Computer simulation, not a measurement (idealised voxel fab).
Module name: voxel transistor to metal (process module)
The cross-section shown here is cut; it is 190 nm wide and divided into square cells measuring 5 nm on a side.
How to read a cross-section here: the picture is a grid of square cells, written as bands going from the top down, and any band can span one or more rows of cells. In this notation a band is specified by the heights of its top and bottom, in that order and in nm, after which its materials appear from left to right, each paired with its width in nm. The word "full width" attached to a single material means that material fills the band from edge to edge; the word "air" stands for empty space. For the purposes of this specification, 0 denotes the height below which the wafer in its as-received condition is composed wholly of one material, and the lowermost band, lacking a lower limit, extends downward without end, as expressed in "from 0 down". When a width is written as two numbers, as in "30->40", the first number is the width in the top row of cells of the band and the second is the width in its bottom row, and the width changes by the same amount from each row to the next. Key: "nothing changed" - step with no changed cell in the cross-section. Entry "Trapped cavities" = empty spaces >= 8 cells with no open way to the top; each as width x height at distance, distance from left edge, all nm. Step line, after settings: the simulator's comment on this step. On any step carrying a mask, the "overlay nm" setting, if present on the step's line, tells how far right of its planned place the mask lay; negative values point to the left. Read each pair as before and after one process step. The after cross-section shows only down to the lowest band that changed. The step between them and its settings are given below the pair. Pairs can come from different runs of this module on the same starting wafer. A pair continues from the pair above only where its "before" entry says so.

# before
* from 85 to 75 | lowk full width
* from 75 to 50 | 45 lowk / 20 Ru / 55 lowk / 20 Ru / 50 lowk
* from 50 to 45 | 45 lowk / 20 TiN / 55 lowk / 20 TiN / 50 lowk
* from 45 to 35 | 45 SiO2 / 5 TiN / 20 Ru / 5 TiN / 35 SiO2 / 5 TiN / 20 Ru / 5 TiN / 50 SiO2
* from 35 to 30 | 45 SiO2 / 5 TiN / 15 Ru / 10 TiN / 35 SiO2 / 10 TiN / 15 Ru / 5 TiN / 50 SiO2
* from 30 to 20 | 45 SiO2 / 5 TiN / 15 Ru / 5 TiN / 5 SiN / 5 SiO2 / 25 SiCN / 5 SiO2 / 5 SiN / 5 TiN / 15 Ru / 5 TiN / 50 SiO2
* from 20 to 10 | 45 SiO2 / 5 TiN / 15 Ru / 5 TiN / 5 SiN / 5 SiO2 / 25 polySi / 5 SiO2 / 5 SiN / 5 TiN / 15 Ru / 5 TiN / 50 SiO2
* from 10 to 5 | 45 SiO2 / 25 TiN / 5 SiN / 5 SiO2 / 25 polySi / 5 SiO2 / 5 SiN / 25 TiN / 50 SiO2
* from 5 to -5 | 45 SiO2 / 10 TiN / 15 SiGe / 5 SiN / 5 SiO2 / 25 polySi / 5 SiO2 / 5 SiN / 15 SiGe / 10 TiN / 50 SiO2
* from -5 to -10 | 30 SiO2 / 40 SiGe / 45 SiO2 / 40 SiGe / 35 SiO2
* from -10 to -20 | 35 SiO2 / 35 SiGe / 45 Si / 35 SiGe / 40 SiO2
* from -20 to -35 | 35 SiO2 / 115 Si / 40 SiO2
* from -35 down | Si full width
* Trapped cavities: none

# Post-Step Snapshot
* from 75 to 50 | 45 lowk / 20 Ru / 55 lowk / 20 Ru / 50 lowk
* Rest of section, below 50: as before.
* Trapped cavities: none
The before and after cross-sections above differ by one step: CMP: height nm 75

before: starting point is the after cross-section of the pair just above.

# Post-Step Snapshot
* from 80 to 75 | SiCN full width
* Rest of section, below 75: as before.
* Trapped cavities: none
The before and after cross-sections above differ by one step: CONFORMAL_DEP: material SiCN, thk nm 5

before: starting point is the after cross-section of the pair just above.

# Post-Step Snapshot
* from 105 to 80 | SiO2 full width
* Rest of section, below 80: as before.
* Trapped cavities: none
The before and after cross-sections above differ by one step: DIRECTIONAL_DEP: material SiO2, thk nm 25

before: starting point is the after cross-section of the pair just above.

# Post-Step Snapshot
* from 125 to 105 | 45 resist / 20 air / 55 resist / 20 air / 50 resist
* Rest of section, below 105: as before.
* Trapped cavities: none
The before and after cross-sections above differ by one step: PATTERN: tone open, mask id METAL_2, material resist, width nm 20, pitch nm 75, thk nm 20, overlay nm 0

before: starting point is the after cross-section of the pair just above.

# Post-Step Snapshot
* from 125 to 105 | 45 resist / 20 air / 55 resist / 20 air / 50 resist
* from 105 to 90 | 45 SiO2 / 20 air / 55 SiO2 / 20 air / 50 SiO2
* Rest of section, below 90: as before.
* Trapped cavities: none
The before and after cross-sections above differ by one step: DIRECTIONAL_ETCH: etch materials SiO2, depth nm 15

before: starting point is the after cross-section of the pair just above.

# Post-Step Snapshot
* from 105 to 90 | 45 SiO2 / 20 air / 55 SiO2 / 20 air / 50 SiO2
* Rest of section, below 90: as before.
* Trapped cavities: none
The before and after cross-sections above differ by one step: STRIP: etch materials resist

before: starting point is the after cross-section of the pair just above.

# Post-Step Snapshot
* from 120 to 105 | 45 aC / 20 air / 55 aC / 20 air / 50 aC
* from 105 to 90 | 45 SiO2 / 20 aC / 55 SiO2 / 20 aC / 50 SiO2
* Rest of section, below 90: as before.
* Trapped cavities: none
The before and after cross-sections above differ by one step: DIRECTIONAL_DEP: material aC, thk nm 15

before: starting point is the after cross-section of the pair just above.

# Post-Step Snapshot
* from 155 to 120 | 45 resist / 15 air / 60 resist / 15 air / 55 resist
* from 120 to 105 | 45 aC / 15 air / 5 resist / 55 aC / 15 air / 5 resist / 50 aC
* Rest of section, below 105: as before.
* Trapped cavities: none
The before and after cross-sections above differ by one step: PATTERN: tone open, mask id METAL_2_HOLES, material resist, width nm 15, pitch nm 75, thk nm 35, overlay nm 0

before: starting point is the after cross-section of the pair just above.

# Post-Step Snapshot
* from 140 to 120 | 45 resist / 15 air / 60 resist / 15 air / 55 resist
* from 120 to 105 | 45 aC / 15 air / 5 resist / 55 aC / 15 air / 5 resist / 50 aC
* from 105 to 90 | 45 SiO2 / 15 air / 5 aC / 55 SiO2 / 15 air / 5 aC / 50 SiO2
* Rest of section, below 90: as before.
* Trapped cavities: none
The before and after cross-sections above differ by one step: DIRECTIONAL_ETCH: etch materials aC, depth nm 15

before: starting point is the after cross-section of the pair just above.

# Post-Step Snapshot
* from 120 to 105 | 45 aC / 20 air / 55 aC / 20 air / 50 aC
* Rest of section, below 105: as before.
* Trapped cavities: none
The before and after cross-sections above differ by one step: STRIP: etch materials resist

before: starting point is the after cross-section of the pair just above.

# Post-Step Snapshot
* from 120 to 105 | 45 aC / 20 air / 55 aC / 20 air / 50 aC
* from 105 to 90 | 45 SiO2 / 15 air / 5 aC / 55 SiO2 / 15 air / 5 aC / 50 SiO2
* from 90 to 80 | 45 SiO2 / 15 air / 60 SiO2 / 15 air / 55 SiO2
* Rest of section, below 80: as before.
* Trapped cavities: none
The before and after cross-sections above differ by one step: DIRECTIONAL_ETCH: etch materials SiO2, depth nm 10

before: starting point is the after cross-section of the pair just above.

# Post-Step Snapshot
* from 120 to 105 | 45 aC / 20 air / 55 aC / 20 air / 50 aC
* from 105 to 90 | 45 SiO2 / 15 air / 5 aC / 55 SiO2 / 15 air / 5 aC / 50 SiO2
* from 90 to 80 | 45 SiO2 / 15 air / 60 SiO2 / 15 air / 55 SiO2
* from 80 to 75 | 45 SiCN / 15 air / 60 SiCN / 15 air / 55 SiCN
* Rest of section, below 75: as before.
* Trapped cavities: none
The before and after cross-sections above differ by one step: DIRECTIONAL_ETCH: etch materials SiCN, depth nm 5

before: starting point is the after cross-section of the pair just above.

# Post-Step Snapshot
* from 105 to 90 | 45 SiO2 / 20 air / 55 SiO2 / 20 air / 50 SiO2
* Rest of section, below 90: as before.
* Trapped cavities: none
The before and after cross-sections above differ by one step: STRIP: etch materials aC

before: starting point is the after cross-section of the pair just above.

# Post-Step Snapshot
* from 110 to 105 | 50 TiN / 10 air / 65 TiN / 10 air / 55 TiN
* from 105 to 95 | 45 SiO2 / 5 TiN / 10 air / 5 TiN / 55 SiO2 / 5 TiN / 10 air / 5 TiN / 50 SiO2
* from 95 to 90 | 45 SiO2 / 5 TiN / 5 air / 10 TiN / 55 SiO2 / 5 TiN / 5 air / 10 TiN / 50 SiO2
* from 90 to 80 | 45 SiO2 / 5 TiN / 5 air / 5 TiN / 60 SiO2 / 5 TiN / 5 air / 5 TiN / 55 SiO2
* from 80 to 75 | 45 SiCN / 15 TiN / 60 SiCN / 15 TiN / 55 SiCN
* Rest of section, below 75: as before.
* Trapped cavities: none
The before and after cross-sections above differ by one step: CONFORMAL_DEP: material TiN, thk nm 5

before: starting point is the after cross-section of the pair just above.

# Post-Step Snapshot
* from 115 to 110 | Cu full width
* from 110 to 105 | 50 TiN / 10 Cu / 65 TiN / 10 Cu / 55 TiN
* from 105 to 95 | 45 SiO2 / 5 TiN / 10 Cu / 5 TiN / 55 SiO2 / 5 TiN / 10 Cu / 5 TiN / 50 SiO2
* from 95 to 90 | 45 SiO2 / 5 TiN / 5 Cu / 10 TiN / 55 SiO2 / 5 TiN / 5 Cu / 10 TiN / 50 SiO2
* from 90 to 80 | 45 SiO2 / 5 TiN / 5 Cu / 5 TiN / 60 SiO2 / 5 TiN / 5 Cu / 5 TiN / 55 SiO2
* Rest of section, below 80: as before.
* Trapped cavities: none
The before and after cross-sections above differ by one step: FILL_DEP: material Cu, thk nm 5

before: starting point is the after cross-section of the pair just above.

# Post-Step Snapshot
* from 105 to 95 | 45 SiO2 / 5 TiN / 10 Cu / 5 TiN / 55 SiO2 / 5 TiN / 10 Cu / 5 TiN / 50 SiO2
* Rest of section, below 95: as before.
* Trapped cavities: none
The before and after cross-sections above differ by one step: CMP: height nm 105

before: starting point is the after cross-section of the pair just above.

# Post-Step Snapshot
* from 110 to 105 | SiCN full width
* Rest of section, below 105: as before.
* Trapped cavities: none
The before and after cross-sections above differ by one step: CONFORMAL_DEP: material SiCN, thk nm 5

# before
* from 60 to 45 | aC full width
* from 45 to 30 | SiO2 full width
* from 30 to 20 | 70 SiO2 / 5 SiN / 5 SiO2 / 25 SiCN / 5 SiO2 / 5 SiN / 75 SiO2
* from 20 to 0 | 70 SiO2 / 5 SiN / 5 SiO2 / 25 polySi / 5 SiO2 / 5 SiN / 75 SiO2
* from 0 to -5 | 60 SiO2 / 10 SiGe / 5 SiN / 5 SiO2 / 25 polySi / 5 SiO2 / 5 SiN / 10 SiGe / 65 SiO2
* from -5 to -10 | 60 SiO2 / 10 SiGe / 45 SiO2 / 10 SiGe / 65 SiO2
* from -10 to -20 | 35 SiO2 / 35 SiGe / 45 Si / 35 SiGe / 40 SiO2
* from -20 to -35 | 35 SiO2 / 115 Si / 40 SiO2
* from -35 down | Si full width
* Trapped cavities: none

# Post-Step Snapshot
* from 90 to 60 | 50 resist / 25 air / 40 resist / 25 air / 50 resist
* Rest of section, below 60: as before.
* Trapped cavities: none
The before and after cross-sections above differ by one step: PATTERN: tone open, mask id CONTACT, material resist, width nm 25, pitch nm 65, thk nm 30, overlay nm 0

before: starting point is the after cross-section of the pair just above.

# Post-Step Snapshot
* from 75 to 60 | 50 resist / 25 air / 40 resist / 25 air / 50 resist
* from 60 to 45 | 50 aC / 25 air / 40 aC / 25 air / 50 aC
* Rest of section, below 45: as before.
* Trapped cavities: none
The before and after cross-sections above differ by one step: DIRECTIONAL_ETCH: etch materials aC, depth nm 15

before: starting point is the after cross-section of the pair just above.

# Post-Step Snapshot
* from 60 to 45 | 50 aC / 25 air / 40 aC / 25 air / 50 aC
* Rest of section, below 45: as before.
* Trapped cavities: none
The before and after cross-sections above differ by one step: STRIP: etch materials resist

before: starting point is the after cross-section of the pair just above.

# Post-Step Snapshot
* from 60 to 45 | 50 aC / 25 air / 40 aC / 25 air / 50 aC
* from 45 to 30 | 50 SiO2 / 25 air / 40 SiO2 / 25 air / 50 SiO2
* from 30 to 20 | 50 SiO2 / 20 air / 5 SiN / 5 SiO2 / 25 SiCN / 5 SiO2 / 5 SiN / 25 air / 50 SiO2
* from 20 to 0 | 50 SiO2 / 20 air / 5 SiN / 5 SiO2 / 25 polySi / 5 SiO2 / 5 SiN / 25 air / 50 SiO2
* from 0 to -5 | 50 SiO2 / 10 air / 10 SiGe / 5 SiN / 5 SiO2 / 25 polySi / 5 SiO2 / 5 SiN / 10 SiGe / 15 air / 50 SiO2
* from -5 to -10 | 50 SiO2 / 10 air / 10 SiGe / 45 SiO2 / 10 SiGe / 15 air / 50 SiO2
* Rest of section, below -10: as before.
* Trapped cavities: none
The before and after cross-sections above differ by one step: DIRECTIONAL_ETCH: etch materials SiO2, depth nm 55

before: starting point is the after cross-section of the pair just above.

# Post-Step Snapshot
* from 45 to 30 | 50 SiO2 / 25 air / 40 SiO2 / 25 air / 50 SiO2
* Rest of section, below 30: as before.
* Trapped cavities: none
The before and after cross-sections above differ by one step: STRIP: etch materials aC

before: starting point is the after cross-section of the pair just above.

# Post-Step Snapshot
* from 50 to 45 | 55 TiN / 15 air / 50 TiN / 15 air / 55 TiN
* from 45 to 35 | 50 SiO2 / 5 TiN / 15 air / 5 TiN / 40 SiO2 / 5 TiN / 15 air / 5 TiN / 50 SiO2
* from 35 to 30 | 50 SiO2 / 5 TiN / 10 air / 10 TiN / 40 SiO2 / 5 TiN / 15 air / 5 TiN / 50 SiO2
* from 30 to 20 | 50 SiO2 / 5 TiN / 10 air / 5 TiN / 5 SiN / 5 SiO2 / 25 SiCN / 5 SiO2 / 5 SiN / 5 TiN / 15 air / 5 TiN / 50 SiO2
* from 20 to 5 | 50 SiO2 / 5 TiN / 10 air / 5 TiN / 5 SiN / 5 SiO2 / 25 polySi / 5 SiO2 / 5 SiN / 5 TiN / 15 air / 5 TiN / 50 SiO2
* from 5 to 0 | 50 SiO2 / 20 TiN / 5 SiN / 5 SiO2 / 25 polySi / 5 SiO2 / 5 SiN / 15 TiN / 5 air / 5 TiN / 50 SiO2
* from 0 to -5 | 50 SiO2 / 10 TiN / 10 SiGe / 5 SiN / 5 SiO2 / 25 polySi / 5 SiO2 / 5 SiN / 10 SiGe / 5 TiN / 5 air / 5 TiN / 50 SiO2
* from -5 to -10 | 50 SiO2 / 10 TiN / 10 SiGe / 45 SiO2 / 10 SiGe / 15 TiN / 50 SiO2
* Rest of section, below -10: as before.
* Trapped cavities: none
The before and after cross-sections above differ by one step: CONFORMAL_DEP: material TiN, thk nm 5

before: starting point is the after cross-section of the pair just above.

# Post-Step Snapshot
* from 55 to 50 | Ru full width
* from 50 to 45 | 55 TiN / 15 Ru / 50 TiN / 15 Ru / 55 TiN
* from 45 to 35 | 50 SiO2 / 5 TiN / 15 Ru / 5 TiN / 40 SiO2 / 5 TiN / 15 Ru / 5 TiN / 50 SiO2
* from 35 to 30 | 50 SiO2 / 5 TiN / 10 Ru / 10 TiN / 40 SiO2 / 5 TiN / 15 Ru / 5 TiN / 50 SiO2
* from 30 to 20 | 50 SiO2 / 5 TiN / 10 Ru / 5 TiN / 5 SiN / 5 SiO2 / 25 SiCN / 5 SiO2 / 5 SiN / 5 TiN / 15 Ru / 5 TiN / 50 SiO2
* from 20 to 5 | 50 SiO2 / 5 TiN / 10 Ru / 5 TiN / 5 SiN / 5 SiO2 / 25 polySi / 5 SiO2 / 5 SiN / 5 TiN / 15 Ru / 5 TiN / 50 SiO2
* from 5 to 0 | 50 SiO2 / 20 TiN / 5 SiN / 5 SiO2 / 25 polySi / 5 SiO2 / 5 SiN / 15 TiN / 5 Ru / 5 TiN / 50 SiO2
* from 0 to -5 | 50 SiO2 / 10 TiN / 10 SiGe / 5 SiN / 5 SiO2 / 25 polySi / 5 SiO2 / 5 SiN / 10 SiGe / 5 TiN / 5 Ru / 5 TiN / 50 SiO2
* Rest of section, below -5: as before.
* Trapped cavities: none
The before and after cross-sections above differ by one step: FILL_DEP: material Ru, thk nm 5

before: starting point is the after cross-section of the pair just above.

# Post-Step Snapshot
* from 45 to 35 | 50 SiO2 / 5 TiN / 15 Ru / 5 TiN / 40 SiO2 / 5 TiN / 15 Ru / 5 TiN / 50 SiO2
* Rest of section, below 35: as before.
* Trapped cavities: none
The before and after cross-sections above differ by one step: CMP: height nm 45

before: starting point is the after cross-section of the pair just above.

# Post-Step Snapshot
* from 50 to 45 | TiN full width
* Rest of section, below 45: as before.
* Trapped cavities: none
The before and after cross-sections above differ by one step: DIRECTIONAL_DEP: material TiN, thk nm 5

before: starting point is the after cross-section of the pair just above.

# Post-Step Snapshot
* from 75 to 50 | Ru full width
* Rest of section, below 50: as before.
* Trapped cavities: none
The before and after cross-sections above differ by one step: DIRECTIONAL_DEP: material Ru, thk nm 25

before: starting point is the after cross-section of the pair just above.

# Post-Step Snapshot
* from 90 to 75 | 45 air / 20 resist / 55 air / 20 resist / 50 air
* Rest of section, below 75: as before.
* Trapped cavities: none
The before and after cross-sections above differ by one step: PATTERN: tone cover, mask id METAL_1, material resist, width nm 20, pitch nm 75, thk nm 15, overlay nm 0

before: starting point is the after cross-section of the pair just above.

# Post-Step Snapshot
* from 90 to 75 | 45 air / 20 resist / 55 air / 20 resist / 50 air
* from 75 to 50 | 45 air / 20 Ru / 55 air / 20 Ru / 50 air
* Rest of section, below 50: as before.
* Trapped cavities: none
The before and after cross-sections above differ by one step: DIRECTIONAL_ETCH: etch materials Ru, depth nm 25

before: starting point is the after cross-section of the pair just above.

# Post-Step Snapshot
* from 90 to 75 | 45 air / 20 resist / 55 air / 20 resist / 50 air
* from 75 to 50 | 45 air / 20 Ru / 55 air / 20 Ru / 50 air
* from 50 to 45 | 45 air / 20 TiN / 55 air / 20 TiN / 50 air
* Rest of section, below 45: as before.
* Trapped cavities: none
The before and after cross-sections above differ by one step: DIRECTIONAL_ETCH: etch materials TiN, depth nm 5

before: starting point is the after cross-section of the pair just above.

# Post-Step Snapshot
* from 75 to 50 | 45 air / 20 Ru / 55 air / 20 Ru / 50 air
* Rest of section, below 50: as before.
* Trapped cavities: none
The before and after cross-sections above differ by one step: STRIP: etch materials resist

before: starting point is the after cross-section of the pair just above.

# Post-Step Snapshot
* from 85 to 75 | lowk full width
* from 75 to 50 | 45 lowk / 20 Ru / 55 lowk / 20 Ru / 50 lowk
* from 50 to 45 | 45 lowk / 20 TiN / 55 lowk / 20 TiN / 50 lowk
* Rest of section, below 45: as before.
* Trapped cavities: none
The before and after cross-sections above differ by one step: FILL_DEP: material lowk, thk nm 10

before: starting point is the after cross-section of the pair just above.

# Post-Step Snapshot
* from 75 to 50 | 45 lowk / 20 Ru / 55 lowk / 20 Ru / 50 lowk
* Rest of section, below 50: as before.
* Trapped cavities: none
The before and after cross-sections above differ by one step: CMP: height nm 75

before: starting point is the after cross-section of the pair just above.

# Post-Step Snapshot
* from 80 to 75 | SiCN full width
* Rest of section, below 75: as before.
* Trapped cavities: none
The before and after cross-sections above differ by one step: CONFORMAL_DEP: material SiCN, thk nm 5

before: starting point is the after cross-section of the pair just above.

# Post-Step Snapshot
* from 105 to 80 | SiO2 full width
* Rest of section, below 80: as before.
* Trapped cavities: none
The before and after cross-sections above differ by one step: DIRECTIONAL_DEP: material SiO2, thk nm 25

before: starting point is the after cross-section of the pair just above.

# Post-Step Snapshot
* from 125 to 105 | 45 resist / 20 air / 55 resist / 20 air / 50 resist
* Rest of section, below 105: as before.
* Trapped cavities: none
The before and after cross-sections above differ by one step: PATTERN: tone open, mask id METAL_2, material resist, width nm 20, pitch nm 75, thk nm 20, overlay nm 0

before: starting point is the after cross-section of the pair just above.

# Post-Step Snapshot
* from 125 to 105 | 45 resist / 20 air / 55 resist / 20 air / 50 resist
* from 105 to 90 | 45 SiO2 / 20 air / 55 SiO2 / 20 air / 50 SiO2
* Rest of section, below 90: as before.
* Trapped cavities: none
The before and after cross-sections above differ by one step: DIRECTIONAL_ETCH: etch materials SiO2, depth nm 15

before: starting point is the after cross-section of the pair just above.

# Post-Step Snapshot
* from 105 to 90 | 45 SiO2 / 20 air / 55 SiO2 / 20 air / 50 SiO2
* Rest of section, below 90: as before.
* Trapped cavities: none
The before and after cross-sections above differ by one step: STRIP: etch materials resist

before: starting point is the after cross-section of the pair just above.

# Post-Step Snapshot
* from 120 to 105 | 45 aC / 20 air / 55 aC / 20 air / 50 aC
* from 105 to 90 | 45 SiO2 / 20 aC / 55 SiO2 / 20 aC / 50 SiO2
* Rest of section, below 90: as before.
* Trapped cavities: none
The before and after cross-sections above differ by one step: DIRECTIONAL_DEP: material aC, thk nm 15

before: starting point is the after cross-section of the pair just above.

# Post-Step Snapshot
* from 155 to 120 | 45 resist / 15 air / 60 resist / 15 air / 55 resist
* from 120 to 105 | 45 aC / 15 air / 5 resist / 55 aC / 15 air / 5 resist / 50 aC
* Rest of section, below 105: as before.
* Trapped cavities: none
The before and after cross-sections above differ by one step: PATTERN: tone open, mask id METAL_2_HOLES, material resist, width nm 15, pitch nm 75, thk nm 35, overlay nm 0

before: starting point is the after cross-section of the pair just above.

# Post-Step Snapshot
* from 140 to 120 | 45 resist / 15 air / 60 resist / 15 air / 55 resist
* from 120 to 105 | 45 aC / 15 air / 5 resist / 55 aC / 15 air / 5 resist / 50 aC
* from 105 to 90 | 45 SiO2 / 15 air / 5 aC / 55 SiO2 / 15 air / 5 aC / 50 SiO2
* Rest of section, below 90: as before.
* Trapped cavities: none
The before and after cross-sections above differ by one step: DIRECTIONAL_ETCH: etch materials aC, depth nm 15

before: starting point is the after cross-section of the pair just above.

# Post-Step Snapshot
* from 120 to 105 | 45 aC / 20 air / 55 aC / 20 air / 50 aC
* Rest of section, below 105: as before.
* Trapped cavities: none
The before and after cross-sections above differ by one step: STRIP: etch materials resist

before: starting point is the after cross-section of the pair just above.

# Post-Step Snapshot
* from 120 to 105 | 45 aC / 20 air / 55 aC / 20 air / 50 aC
* from 105 to 90 | 45 SiO2 / 15 air / 5 aC / 55 SiO2 / 15 air / 5 aC / 50 SiO2
* from 90 to 80 | 45 SiO2 / 15 air / 60 SiO2 / 15 air / 55 SiO2
* Rest of section, below 80: as before.
* Trapped cavities: none
The before and after cross-sections above differ by one step: DIRECTIONAL_ETCH: etch materials SiO2, depth nm 10

before: starting point is the after cross-section of the pair just above.

# Post-Step Snapshot
* from 120 to 105 | 45 aC / 20 air / 55 aC / 20 air / 50 aC
* from 105 to 90 | 45 SiO2 / 15 air / 5 aC / 55 SiO2 / 15 air / 5 aC / 50 SiO2
* from 90 to 80 | 45 SiO2 / 15 air / 60 SiO2 / 15 air / 55 SiO2
* from 80 to 75 | 45 SiCN / 15 air / 60 SiCN / 15 air / 55 SiCN
* Rest of section, below 75: as before.
* Trapped cavities: none
The before and after cross-sections above differ by one step: DIRECTIONAL_ETCH: etch materials SiCN, depth nm 5

before: starting point is the after cross-section of the pair just above.

# Post-Step Snapshot
* from 105 to 90 | 45 SiO2 / 20 air / 55 SiO2 / 20 air / 50 SiO2
* Rest of section, below 90: as before.
* Trapped cavities: none
The before and after cross-sections above differ by one step: STRIP: etch materials aC

before: starting point is the after cross-section of the pair just above.

# Post-Step Snapshot
* from 110 to 105 | 50 TiN / 10 air / 65 TiN / 10 air / 55 TiN
* from 105 to 95 | 45 SiO2 / 5 TiN / 10 air / 5 TiN / 55 SiO2 / 5 TiN / 10 air / 5 TiN / 50 SiO2
* from 95 to 90 | 45 SiO2 / 5 TiN / 5 air / 10 TiN / 55 SiO2 / 5 TiN / 5 air / 10 TiN / 50 SiO2
* from 90 to 80 | 45 SiO2 / 5 TiN / 5 air / 5 TiN / 60 SiO2 / 5 TiN / 5 air / 5 TiN / 55 SiO2
* from 80 to 75 | 45 SiCN / 15 TiN / 60 SiCN / 15 TiN / 55 SiCN
* Rest of section, below 75: as before.
* Trapped cavities: none
The before and after cross-sections above differ by one step: CONFORMAL_DEP: material TiN, thk nm 5

before: starting point is the after cross-section of the pair just above.

# Post-Step Snapshot
* from 115 to 110 | Cu full width
* from 110 to 105 | 50 TiN / 10 Cu / 65 TiN / 10 Cu / 55 TiN
* from 105 to 95 | 45 SiO2 / 5 TiN / 10 Cu / 5 TiN / 55 SiO2 / 5 TiN / 10 Cu / 5 TiN / 50 SiO2
* from 95 to 90 | 45 SiO2 / 5 TiN / 5 Cu / 10 TiN / 55 SiO2 / 5 TiN / 5 Cu / 10 TiN / 50 SiO2
* from 90 to 80 | 45 SiO2 / 5 TiN / 5 Cu / 5 TiN / 60 SiO2 / 5 TiN / 5 Cu / 5 TiN / 55 SiO2
* Rest of section, below 80: as before.
* Trapped cavities: none
The before and after cross-sections above differ by one step: FILL_DEP: material Cu, thk nm 5

before: starting point is the after cross-section of the pair just above.

# Post-Step Snapshot
* from 105 to 95 | 45 SiO2 / 5 TiN / 10 Cu / 5 TiN / 55 SiO2 / 5 TiN / 10 Cu / 5 TiN / 50 SiO2
* Rest of section, below 95: as before.
* Trapped cavities: none
The before and after cross-sections above differ by one step: CMP: height nm 105

before: starting point is the after cross-section of the pair just above.

# Post-Step Snapshot
* from 110 to 105 | SiCN full width
* Rest of section, below 105: as before.
* Trapped cavities: none
The before and after cross-sections above differ by one step: CONFORMAL_DEP: material SiCN, thk nm 5

# before
* from 15 to 0 | SiN full width
* from 0 to -5 | SiO2 full width
* from -5 down | Si full width
* Trapped cavities: none

# Post-Step Snapshot
* from 30 to 15 | 40 air / 115 resist / 35 air
* Rest of section, below 15: as before.
* Trapped cavities: none
The before and after cross-sections above differ by one step: PATTERN: tone cover, mask id ACTIVE, material resist, width nm 115, thk nm 15, overlay nm 5

before: starting point is the after cross-section of the pair just above.

# Post-Step Snapshot
* from 30 to 15 | 40 air / 115 resist / 35 air
* from 15 to 0 | 40 air / 115 SiN / 35 air
* Rest of section, below 0: as before.
* Trapped cavities: none
The before and after cross-sections above differ by one step: DIRECTIONAL_ETCH: etch materials SiN, depth nm 15

before: starting point is the after cross-section of the pair just above.

# Post-Step Snapshot
* from 30 to 15 | 40 air / 115 resist / 35 air
* from 15 to 0 | 40 air / 115 SiN / 35 air
* from 0 to -5 | 40 air / 115 SiO2 / 35 air
* Rest of section, below -5: as before.
* Trapped cavities: none
The before and after cross-sections above differ by one step: DIRECTIONAL_ETCH: etch materials SiO2, depth nm 5

before: starting point is the after cross-section of the pair just above.

# Post-Step Snapshot
* from 30 to 15 | 40 air / 115 resist / 35 air
* from 15 to 0 | 40 air / 115 SiN / 35 air
* from 0 to -5 | 40 air / 115 SiO2 / 35 air
* from -5 to -35 | 40 air / 115 Si / 35 air
* Rest of section, below -35: as before.
* Trapped cavities: none
The before and after cross-sections above differ by one step: DIRECTIONAL_ETCH: etch materials Si, depth nm 30

before: starting point is the after cross-section of the pair just above.

# Post-Step Snapshot
* from 15 to 0 | 40 air / 115 SiN / 35 air
* Rest of section, below 0: as before.
* Trapped cavities: none
The before and after cross-sections above differ by one step: STRIP: etch materials resist

before: starting point is the after cross-section of the pair just above.

# Post-Step Snapshot
* from 30 to 15 | SiO2 full width
* from 15 to 0 | 40 SiO2 / 115 SiN / 35 SiO2
* from 0 to -5 | SiO2 full width
* from -5 to -35 | 40 SiO2 / 115 Si / 35 SiO2
* Rest of section, below -35: as before.
* Trapped cavities: none
The before and after cross-sections above differ by one step: FILL_DEP: material SiO2, thk nm 15

before: starting point is the after cross-section of the pair just above.

# Post-Step Snapshot
* from 15 to 0 | 40 SiO2 / 115 SiN / 35 SiO2
* Rest of section, below 0: as before.
* Trapped cavities: none
The before and after cross-sections above differ by one step: CMP: height nm 15

before: starting point is the after cross-section of the pair just above.

# Post-Step Snapshot
* from 15 to 0 | 40 air / 115 SiN / 35 air
* Rest of section, below 0: as before.
* Trapped cavities: none
The before and after cross-sections above differ by one step: SELECTIVE_ETCH: etch materials SiO2, depth nm 15

before: starting point is the after cross-section of the pair just above.

# Post-Step Snapshot
* from 0 to -5 | SiO2 full width
* Rest of section, below -5: as before.
* Trapped cavities: none
The before and after cross-sections above differ by one step: STRIP: etch materials SiN

before: starting point is the after cross-section of the pair just above.

# Post-Step Snapshot
* from -5 to -35 | 40 SiO2 / 115 Si / 35 SiO2
* Rest of section, below -35: as before.
* Trapped cavities: none
The before and after cross-sections above differ by one step: SELECTIVE_ETCH: etch materials SiO2, depth nm 5

before: starting point is the after cross-section of the pair just above.

# Post-Step Snapshot
* from -5 to -10 | SiO2 full width
* Rest of section, below -10: as before.
* Trapped cavities: none
The before and after cross-sections above differ by one step: OXIDIZE: depth nm 5

before: starting point is the after cross-section of the pair just above.

# Post-Step Snapshot
* from 20 to -5 | polySi full width
* Rest of section, below -5: as before.
* Trapped cavities: none
The before and after cross-sections above differ by one step: DIRECTIONAL_DEP: material polySi, thk nm 25

before: starting point is the after cross-section of the pair just above.

# Post-Step Snapshot
* from 30 to 20 | SiCN full width
* Rest of section, below 20: as before.
* Trapped cavities: none
The before and after cross-sections above differ by one step: DIRECTIONAL_DEP: material SiCN, thk nm 10

before: starting point is the after cross-section of the pair just above.

# Post-Step Snapshot
* from 40 to 30 | aC full width
* Rest of section, below 30: as before.
* Trapped cavities: none
The before and after cross-sections above differ by one step: DIRECTIONAL_DEP: material aC, thk nm 10

before: starting point is the after cross-section of the pair just above.

# Post-Step Snapshot
* from 70 to 40 | 80 air / 25 resist / 85 air
* Rest of section, below 40: as before.
* Trapped cavities: none
The before and after cross-sections above differ by one step: PATTERN: tone cover, mask id GATE, material resist, width nm 25, thk nm 30, overlay nm 0

before: starting point is the after cross-section of the pair just above.

# Post-Step Snapshot
* from 60 to 40 | 80 air / 25 resist / 85 air
* from 40 to 30 | 80 air / 25 aC / 85 air
* Rest of section, below 30: as before.
* Trapped cavities: none
The before and after cross-sections above differ by one step: DIRECTIONAL_ETCH: etch materials aC, depth nm 10

before: starting point is the after cross-section of the pair just above.

# Post-Step Snapshot
* from 40 to 30 | 80 air / 25 aC / 85 air
* Rest of section, below 30: as before.
* Trapped cavities: none
The before and after cross-sections above differ by one step: STRIP: etch materials resist

before: starting point is the after cross-section of the pair just above.

# Post-Step Snapshot
* from 40 to 30 | 80 air / 25 aC / 85 air
* from 30 to 20 | 80 air / 25 SiCN / 85 air
* Rest of section, below 20: as before.
* Trapped cavities: none
The before and after cross-sections above differ by one step: DIRECTIONAL_ETCH: etch materials SiCN, depth nm 20

before: starting point is the after cross-section of the pair just above.

# Post-Step Snapshot
* from 40 to 30 | 80 air / 25 aC / 85 air
* from 30 to 20 | 80 air / 25 SiCN / 85 air
* from 20 to -5 | 80 air / 25 polySi / 85 air
* Rest of section, below -5: as before.
* Trapped cavities: none
The before and after cross-sections above differ by one step: DIRECTIONAL_ETCH: etch materials polySi, depth nm 35
